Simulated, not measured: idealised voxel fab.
Process module under the name voxel wiring stack
Pictured: cross-section cut, 225 nm wide, on a grid of 5 nm square cells.
Cross-section layout: square cells on a grid; listed as bands, top to bottom; a band spans one or more cell rows. Quick guide to a band line: top height, bottom height (nm) up front; then every material left to right with its width in nm. Only one material and it's marked "all across"? Then it fills the band edge to edge. And "air" just means empty space. Zero point of the height axis is 0; under it, received wafer = one material. Lowest band: continues down indefinitely, "0 down". You'd read "30..40" like this: the band's top row of cells is as wide as the first number, its bottom row is as wide as the second, and going down, every row changes width by the same amount as the row before did. Given "nothing different" for a step, no cell of the cross-section differs between before and after that step. Empty spaces without an open route to the top, at least 8 cells in extent, make up the entry "Closed void table"; each is given as width x height at distance, where the distance is measured from the left edge, and all are in nm. It should be noted that, on the line of a given step, the content following the step's settings is a remark produced by the simulator itself with respect to that step. overlay nm: on a step with a mask, how far right of its planned place the mask lay; negative means left.
-- The following list gives the planned process steps
step 1: RECEIVE, material Si
step 2: CONFORMAL_DEP, material SiO2, thk nm 10
step 3: CONFORMAL_DEP, material SiCN, thk nm 5
step 4: DIRECTIONAL_DEP, material SiO2, thk nm 25
step 5: MASKED_ETCH, tone open, mask id METAL_1, width nm 25, pitch nm 45, etch materials SiO2, depth nm 25, overlay nm 0
step 6: MASKED_ETCH, tone open, mask id METAL_1, width nm 25, pitch nm 45, etch materials SiCN, depth nm 5, overlay nm 0
step 7: CONFORMAL_DEP, material TiN, thk nm 5
step 8: FILL_DEP, material Ru, thk nm 5
step 9: CMP, height nm 40
step 10: CONFORMAL_DEP, material SiCN, thk nm 5
step 11: DIRECTIONAL_DEP, material lowk, thk nm 30
step 12: PATTERN, tone open, mask id METAL_2_HOLES, material resist, width nm 15, thk nm 20, overlay nm 0
step 13: DIRECTIONAL_ETCH, etch materials lowk, depth nm 30
step 14: STRIP, etch materials resist
step 15: PATTERN, tone open, mask id METAL_2, material resist, width nm 25, pitch nm 45, thk nm 15, overlay nm 0
step 16: DIRECTIONAL_ETCH, etch materials lowk, depth nm 15
step 17: DIRECTIONAL_ETCH, etch materials SiCN, depth nm 5
step 18: STRIP, etch materials resist
step 19: CONFORMAL_DEP, material TiN, thk nm 5
step 20: FILL_DEP, material Cu, thk nm 5
step 21: CMP, height nm 75
step 22: CONFORMAL_DEP, material SiCN, thk nm 5
step 23: DIRECTIONAL_DEP, material SiO2, thk nm 20
step 24: PATTERN, tone open, mask id PLUG_2, material resist, width nm 15, pitch nm 45, thk nm 20, overlay nm 0
step 25: DIRECTIONAL_ETCH, etch materials SiO2, depth nm 20
step 26: DIRECTIONAL_ETCH, etch materials SiCN, depth nm 5
step 27: STRIP, etch materials resist
step 28: EPI, material Ru, thk nm 10
step 29: EPI, material Ru, thk nm 10
step 30: EPI, material Ru, thk nm 5
step 31: DIRECTIONAL_DEP, material TiN, thk nm 5
step 32: DIRECTIONAL_DEP, material Ru, thk nm 20
step 33: DIRECTIONAL_DEP, material aC, thk nm 15
step 34: PATTERN, tone cover, mask id METAL_3, material resist, width nm 25, pitch nm 45, thk nm 30, overlay nm 0
step 35: DIRECTIONAL_ETCH, etch materials aC, depth nm 15
step 36: STRIP, etch materials resist
step 37: DIRECTIONAL_ETCH, etch materials Ru, depth nm 20
step 38: DIRECTIONAL_ETCH, etch materials TiN, depth nm 5
step 39: STRIP, etch materials aC
step 40: FILL_DEP, material SiO2, thk nm 10
step 41: CMP, height nm 125
step 42: CONFORMAL_DEP, material SiCN, thk nm 5
-- Shown in cross-section is the wafer as received, that is, as it stands after step 1
* 0 down  Si all across
* Closed void table: none
-- End-of-module XS, first of two wafers, run as planned
* 130 to 125  SiCN all across
* 125 to 105  75 of SiO2 / 25 of Ru / 20 of SiO2 / 25 of Ru / 80 of SiO2
* 105 to 100  75 of SiO2 / 25 of TiN / 20 of SiO2 / 25 of TiN / 80 of SiO2
* 100 to 80  75 of SiO2 / 15 of Ru / 30 of SiO2 / 15 of Ru / 90 of SiO2
* 80 to 75  75 of SiCN / 15 of Ru / 30 of SiCN / 15 of Ru / 90 of SiCN
* 75 to 65  75 of lowk / 5 of TiN / 15 of Cu / 5 of TiN / 20 of lowk / 5 of TiN / 15 of Cu / 5 of TiN / 80 of lowk
* 65 to 60  75 of lowk / 5 of TiN / 5 of Cu / 15 of TiN / 20 of lowk / 25 of TiN / 80 of lowk
* 60 to 45  75 of lowk / 5 of TiN / 5 of Cu / 5 of TiN / 135 of lowk
* 45 to 40  75 of SiCN / 15 of TiN / 135 of SiCN
* 40 to 15  75 of SiO2 / 5 of TiN / 15 of Ru / 5 of TiN / 20 of SiO2 / 5 of TiN / 15 of Ru / 5 of TiN / 80 of SiO2
* 15 to 10  75 of SiCN / 25 of TiN / 20 of SiCN / 25 of TiN / 80 of SiCN
* 10 to 0  SiO2 all across
* 0 down  Si all across
* Closed void table: none
-- So this is wafer number two of the two, cut at the end of the module - it started where the first did and had the same plan, we just got one thing wrong running it
* 130 to 125  SiCN all across
* 125 to 120  75 of SiO2 / 25 of TiN / 20 of SiO2 / 25 of TiN / 80 of SiO2
* 120 to 100  Ru all across
* 100 to 80  75 of SiO2 / 15 of Ru / 30 of SiO2 / 15 of Ru / 90 of SiO2
* 80 to 75  75 of SiCN / 15 of Ru / 30 of SiCN / 15 of Ru / 90 of SiCN
* 75 to 65  75 of lowk / 5 of TiN / 15 of Cu / 5 of TiN / 20 of lowk / 5 of TiN / 15 of Cu / 5 of TiN / 80 of lowk
* 65 to 60  75 of lowk / 5 of TiN / 5 of Cu / 15 of TiN / 20 of lowk / 25 of TiN / 80 of lowk
* 60 to 45  75 of lowk / 5 of TiN / 5 of Cu / 5 of TiN / 135 of lowk
* 45 to 40  75 of SiCN / 15 of TiN / 135 of SiCN
* 40 to 15  75 of SiO2 / 5 of TiN / 15 of Ru / 5 of TiN / 20 of SiO2 / 5 of TiN / 15 of Ru / 5 of TiN / 80 of SiO2
* 15 to 10  75 of SiCN / 25 of TiN / 20 of SiCN / 25 of TiN / 80 of SiCN
* 10 to 0  SiO2 all across
* 0 down  Si all across
* Closed void table: none
Run error: a sequencing error occurred in which plan steps 31 and 32 were transposed
Final difference in cells, second wafer against first, listed per material as more or fewer: +140 Ru, -140 SiO2
